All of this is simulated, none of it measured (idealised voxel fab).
process module | voxel transistor to metal
cross-section cut | 270 nm wide | cells 5 nm
A cross-section is a grid of square cells, given in bands from the top down. A band is one or more rows of cells.
Each band's line starts with the height of the band's top and of its bottom, in nm. Then come its materials from left to right, each with its width in nm. One material with "throughout" fills the band from edge to edge. "air" is empty space.
Height 0 is the level under which the wafer as received is all one material. The lowest band goes on downwards, as in "0 down".
A width such as "30 to 40" changes by the same amount from each row of cells to the next, from the band's top row to its bottom row.
"no change" after a step means that no cell of the cross-section changed.
closed voids: empty space of 8 cells or more with no open way to the top, each as width x height at its distance from the left edge, in nm
after a step's settings: what the simulator itself notes on the step
overlay nm, on a step with a mask: how far to the right of its planned place the mask lay; to the left if negative
plan
1 op RECEIVE | material Si
2 op OXIDIZE | depth nm 5
3 op CONFORMAL_DEP | material SiN | thk nm 10
4 op MASKED_ETCH | tone cover | mask id ACTIVE | width nm 95 | pitch nm 115 | etch materials SiN | depth nm 10 | overlay nm 0
5 op MASKED_ETCH | tone cover | mask id ACTIVE | width nm 95 | pitch nm 115 | etch materials SiO2 | depth nm 5 | overlay nm 0
6 op MASKED_ETCH | tone cover | mask id ACTIVE | width nm 95 | pitch nm 115 | etch materials Si | depth nm 25 | overlay nm 0
7 op OXIDIZE | depth nm 5
8 op FILL_DEP | material SiO2 | thk nm 10
9 op CMP | height nm 10
10 op SELECTIVE_ETCH | etch materials SiO2 | depth nm 5
11 op STRIP | etch materials SiN
12 op SELECTIVE_ETCH | etch materials SiO2 | depth nm 5
13 op OXIDIZE | depth nm 5
14 op DIRECTIONAL_DEP | material polySi | thk nm 30
15 op DIRECTIONAL_DEP | material SiCN | thk nm 10
16 op MASKED_ETCH | tone cover | mask id GATE | width nm 15 | pitch nm 115 | etch materials SiCN | depth nm 20 | overlay nm 0
17 op MASKED_ETCH | tone cover | mask id GATE | width nm 15 | pitch nm 115 | etch materials polySi | depth nm 40 | overlay nm 0
18 op CONFORMAL_DEP | material SiO2 | thk nm 5
19 op DIRECTIONAL_ETCH | etch materials SiO2 | depth nm 5
20 op CONFORMAL_DEP | material SiN | thk nm 10
21 op DIRECTIONAL_ETCH | etch materials SiN | depth nm 10
22 op DIRECTIONAL_ETCH | etch materials SiO2 | depth nm 5
23 op DIRECTIONAL_ETCH | etch materials Si | depth nm 15
24 op EPI | material nSi | thk nm 15
25 op FILL_DEP | material SiO2 | thk nm 10
26 op CMP | height nm 35
27 op DIRECTIONAL_DEP | material SiO2 | thk nm 15
28 op DIRECTIONAL_DEP | material aC | thk nm 15
29 op PATTERN | tone open | mask id CONTACT | material resist | width nm 30 | thk nm 35 | overlay nm 0
30 op DIRECTIONAL_ETCH | etch materials aC | depth nm 15
31 op STRIP | etch materials resist
32 op DIRECTIONAL_ETCH | etch materials SiO2 | depth nm 45
33 op STRIP | etch materials aC
34 op CONFORMAL_DEP | material TiN | thk nm 5
35 op FILL_DEP | material W | thk nm 10
36 op CMP | height nm 50
37 op DIRECTIONAL_DEP | material TiN | thk nm 5
38 op DIRECTIONAL_DEP | material Ru | thk nm 15
39 op MASKED_ETCH | tone cover | mask id METAL_1 | width nm 15 | etch materials Ru | depth nm 15 | overlay nm 0
40 op MASKED_ETCH | tone cover | mask id METAL_1 | width nm 15 | etch materials TiN | depth nm 5 | overlay nm 0
41 op CONFORMAL_DEP | material SiCN | thk nm 5
42 op FILL_DEP | material SiO2 | thk nm 5
43 op CMP | height nm 70
44 op CONFORMAL_DEP | material SiCN | thk nm 5
as received, after step 1
  0 down: Si throughout
  closed voids: none
first wafer at the end, as planned
  75 to 70: SiCN throughout
  70 to 55: SiO2 30 | SiCN 5 | Ru 15 | SiCN 5 | SiO2 45 | SiCN 5 | Ru 15 | SiCN 5 | SiO2 20 | SiCN 5 | Ru 15 | SiCN 5 | SiO2 45 | SiCN 5 | Ru 15 | SiCN 5 | SiO2 30
  55 to 50: SiCN 35 | TiN 15 | SiCN 55 | TiN 15 | SiCN 30 | TiN 15 | SiCN 55 | TiN 15 | SiCN 35
  50 to 40: SiO2 35 | TiN 5 | W 20 | TiN 5 | SiO2 25 | TiN 5 | W 20 | TiN 5 | SiO2 30 | TiN 5 | W 20 | TiN 5 | SiO2 25 | TiN 5 | W 20 | TiN 5 | SiO2 35
  40 to 35: SiO2 35 | TiN 5 | W 10 | TiN 15 | SiO2 25 | TiN 15 | W 10 | TiN 5 | SiO2 30 | TiN 5 | W 10 | TiN 15 | SiO2 25 | TiN 15 | W 10 | TiN 5 | SiO2 35
  35 to 25: SiO2 35 | TiN 5 | W 10 | TiN 5 | SiN 10 | SiO2 5 | SiCN 15 | SiO2 5 | SiN 10 | TiN 5 | W 10 | TiN 5 | SiO2 30 | TiN 5 | W 10 | TiN 5 | SiN 10 | SiO2 5 | SiCN 15 | SiO2 5 | SiN 10 | TiN 5 | W 10 | TiN 5 | SiO2 35
  25 to 10: SiO2 35 | TiN 5 | W 10 | TiN 5 | SiN 10 | SiO2 5 | polySi 15 | SiO2 5 | SiN 10 | TiN 5 | W 10 | TiN 5 | SiO2 30 | TiN 5 | W 10 | TiN 5 | SiN 10 | SiO2 5 | polySi 15 | SiO2 5 | SiN 10 | TiN 5 | W 10 | TiN 5 | SiO2 35
  10 to 5: SiO2 35 | TiN 20 | SiN 10 | SiO2 5 | polySi 15 | SiO2 5 | SiN 10 | TiN 20 | SiO2 30 | TiN 20 | SiN 10 | SiO2 5 | polySi 15 | SiO2 5 | SiN 10 | TiN 20 | SiO2 35
  5 to 0: SiO2 35 | nSi 20 | SiN 10 | SiO2 5 | polySi 15 | SiO2 5 | SiN 10 | nSi 20 | SiO2 30 | nSi 20 | SiN 10 | SiO2 5 | polySi 15 | SiO2 5 | SiN 10 | nSi 20 | SiO2 35
  0 to -5: SiO2 30 | SiN 10 | nSi 15 | SiN 10 | SiO2 5 | polySi 15 | SiO2 5 | SiN 10 | nSi 15 | SiN 10 | SiO2 20 | SiN 10 | nSi 15 | SiN 10 | SiO2 5 | polySi 15 | SiO2 5 | SiN 10 | nSi 15 | SiN 10 | SiO2 30
  -5 to -10: SiO2 40 | nSi 15 | SiO2 45 | nSi 15 | SiO2 40 | nSi 15 | SiO2 45 | nSi 15 | SiO2 40
  -10 to -25: SiO2 35 | Si 5 | nSi 15 | Si 45 | nSi 15 | Si 5 | SiO2 30 | Si 5 | nSi 15 | Si 45 | nSi 15 | Si 5 | SiO2 35
  -25 to -35: SiO2 35 | Si 85 | SiO2 30 | Si 85 | SiO2 35
  -35 down: Si throughout
  closed voids: none
second wafer at the end: like start, like plan, one mistake
  75 to 70: SiCN throughout
  70 to 65: SiCN 35 | TiN 15 | SiCN 55 | TiN 15 | SiCN 30 | TiN 15 | SiCN 55 | TiN 15 | SiCN 35
  65 to 50: Ru throughout
  50 to 40: SiO2 35 | TiN 5 | W 20 | TiN 5 | SiO2 25 | TiN 5 | W 20 | TiN 5 | SiO2 30 | TiN 5 | W 20 | TiN 5 | SiO2 25 | TiN 5 | W 20 | TiN 5 | SiO2 35
  40 to 35: SiO2 35 | TiN 5 | W 10 | TiN 15 | SiO2 25 | TiN 15 | W 10 | TiN 5 | SiO2 30 | TiN 5 | W 10 | TiN 15 | SiO2 25 | TiN 15 | W 10 | TiN 5 | SiO2 35
  35 to 25: SiO2 35 | TiN 5 | W 10 | TiN 5 | SiN 10 | SiO2 5 | SiCN 15 | SiO2 5 | SiN 10 | TiN 5 | W 10 | TiN 5 | SiO2 30 | TiN 5 | W 10 | TiN 5 | SiN 10 | SiO2 5 | SiCN 15 | SiO2 5 | SiN 10 | TiN 5 | W 10 | TiN 5 | SiO2 35
  25 to 10: SiO2 35 | TiN 5 | W 10 | TiN 5 | SiN 10 | SiO2 5 | polySi 15 | SiO2 5 | SiN 10 | TiN 5 | W 10 | TiN 5 | SiO2 30 | TiN 5 | W 10 | TiN 5 | SiN 10 | SiO2 5 | polySi 15 | SiO2 5 | SiN 10 | TiN 5 | W 10 | TiN 5 | SiO2 35
  10 to 5: SiO2 35 | TiN 20 | SiN 10 | SiO2 5 | polySi 15 | SiO2 5 | SiN 10 | TiN 20 | SiO2 30 | TiN 20 | SiN 10 | SiO2 5 | polySi 15 | SiO2 5 | SiN 10 | TiN 20 | SiO2 35
  5 to 0: SiO2 35 | nSi 20 | SiN 10 | SiO2 5 | polySi 15 | SiO2 5 | SiN 10 | nSi 20 | SiO2 30 | nSi 20 | SiN 10 | SiO2 5 | polySi 15 | SiO2 5 | SiN 10 | nSi 20 | SiO2 35
  0 to -5: SiO2 30 | SiN 10 | nSi 15 | SiN 10 | SiO2 5 | polySi 15 | SiO2 5 | SiN 10 | nSi 15 | SiN 10 | SiO2 20 | SiN 10 | nSi 15 | SiN 10 | SiO2 5 | polySi 15 | SiO2 5 | SiN 10 | nSi 15 | SiN 10 | SiO2 30
  -5 to -10: SiO2 40 | nSi 15 | SiO2 45 | nSi 15 | SiO2 40 | nSi 15 | SiO2 45 | nSi 15 | SiO2 40
  -10 to -25: SiO2 35 | Si 5 | nSi 15 | Si 45 | nSi 15 | Si 5 | SiO2 30 | Si 5 | nSi 15 | Si 45 | nSi 15 | Si 5 | SiO2 35
  -25 to -35: SiO2 35 | Si 85 | SiO2 30 | Si 85 | SiO2 35
  -35 down: Si throughout
  closed voids: none
what went wrong: steps 37 and 38 were swapped
at the end the second wafer has, in cells: 126 more of Ru | 24 fewer of SiCN | 102 fewer of SiO2
